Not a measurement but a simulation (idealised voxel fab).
process module | voxel ribs on slabs
cross-section cut | 150 nm wide | cells 5 nm
A cross-section is a grid of square cells, given in bands from the top down. A band is one or more rows of cells.
Each band's line starts with the height of the band's top and of its bottom, in nm. Then come its materials from left to right, each with its width in nm. One material with "throughout" fills the band from edge to edge. "air" is empty space.
Height 0 is the level under which the wafer as received is all one material. The lowest band goes on downwards, as in "0 down".
A width such as "30 to 40" changes by the same amount from each row of cells to the next, from the band's top row to its bottom row.
"no change" after a step means that no cell of the cross-section changed.
closed voids: empty space of 8 cells or more with no open way to the top, each as width x height at its distance from the left edge, in nm
after a step's settings: what the simulator itself notes on the step
overlay nm, on a step with a mask: how far to the right of its planned place the mask lay; to the left if negative
plan
1 op RECEIVE | material Si
2 op DIRECTIONAL_DEP | material SiO2 | thk nm 20
3 op DIRECTIONAL_DEP | material SiN | thk nm 25
4 op PATTERN | tone cover | mask id RIB | material resist | width nm 30 | thk nm 20 | overlay nm 0
5 op DIRECTIONAL_ETCH | etch materials SiN | depth nm 10
6 op STRIP | etch materials resist
7 op PATTERN | tone cover | mask id SLAB | material resist | width nm 80 | thk nm 20 | overlay nm 0
8 op DIRECTIONAL_ETCH | etch materials SiN | depth nm 15
9 op STRIP | etch materials resist
10 op FILL_DEP | material SiO2 | thk nm 30
11 op CMP | height nm 65
12 op DIRECTIONAL_DEP | material W | thk nm 5
13 op MASKED_ETCH | tone cover | mask id HEATER | width nm 40 | etch materials W | depth nm 5 | overlay nm 0
14 op CONFORMAL_DEP | material SiO2 | thk nm 5
first wafer, as planned
as received, after step 1
  0 down: Si throughout
  closed voids: none
after step 2
  20 to 0: SiO2 throughout
  below 0: unchanged
after step 3
  45 to 20: SiN throughout
  below 20: unchanged
after step 4
  65 to 45: air 60 | resist 30 | air 60
  below 45: unchanged
after step 5
  65 to 45: air 60 | resist 30 | air 60
  45 to 35: air 60 | SiN 30 | air 60
  below 35: unchanged
after step 6
  45 to 35: air 60 | SiN 30 | air 60
  below 35: unchanged
after step 7
  65 to 45: air 35 | resist 80 | air 35
  45 to 35: air 35 | resist 25 | SiN 30 | resist 25 | air 35
  below 35: unchanged
after step 8
  65 to 45: air 35 | resist 80 | air 35
  45 to 35: air 35 | resist 25 | SiN 30 | resist 25 | air 35
  35 to 20: air 35 | SiN 80 | air 35
  below 20: unchanged
after step 9
  45 to 35: air 60 | SiN 30 | air 60
  below 35: unchanged
after step 10
  75 to 45: SiO2 throughout
  45 to 35: SiO2 60 | SiN 30 | SiO2 60
  35 to 20: SiO2 35 | SiN 80 | SiO2 35
  below 20: unchanged
after step 11
  65 to 45: SiO2 throughout
  below 45: unchanged
after step 12
  70 to 65: W throughout
  below 65: unchanged
after step 13
  70 to 65: air 55 | W 40 | air 55
  below 65: unchanged
after step 14
  75 to 70: air 50 | SiO2 50 | air 50
  70 to 65: SiO2 55 | W 40 | SiO2 55
  below 65: unchanged
second wafer: like start, like plan, one mistake. Through step 2 it matches the first wafer
when step 3 should have ended
  70 to 20: SiN throughout
  below 20: unchanged
when step 4 should have ended
  90 to 70: air 60 | resist 30 | air 60
  below 70: unchanged
when step 5 should have ended
  90 to 70: air 60 | resist 30 | air 60
  70 to 60: air 60 | SiN 30 | air 60
  below 60: unchanged
when step 6 should have ended
  70 to 60: air 60 | SiN 30 | air 60
  below 60: unchanged
when step 7 should have ended
  90 to 70: air 35 | resist 80 | air 35
  70 to 60: air 35 | resist 25 | SiN 30 | resist 25 | air 35
  below 60: unchanged
when step 8 should have ended
  90 to 70: air 35 | resist 80 | air 35
  70 to 60: air 35 | resist 25 | SiN 30 | resist 25 | air 35
  60 to 45: air 35 | SiN 80 | air 35
  below 45: unchanged
when step 9 should have ended
  70 to 60: air 60 | SiN 30 | air 60
  below 60: unchanged
when step 10 should have ended
  100 to 70: SiO2 throughout
  70 to 60: SiO2 60 | SiN 30 | SiO2 60
  60 to 45: SiO2 35 | SiN 80 | SiO2 35
  below 45: unchanged
when step 11 should have ended
  65 to 60: SiO2 60 | SiN 30 | SiO2 60
  below 60: unchanged
when step 12 should have ended
  70 to 65: W throughout
  below 65: unchanged
when step 13 should have ended
  70 to 65: air 55 | W 40 | air 55
  below 65: unchanged
when step 14 should have ended
  75 to 70: air 50 | SiO2 50 | air 50
  70 to 65: SiO2 55 | W 40 | SiO2 55
  below 65: unchanged
what went wrong: step 3 was run twice
at the end the second wafer has, in cells: 144 more of SiN | 144 fewer of SiO2
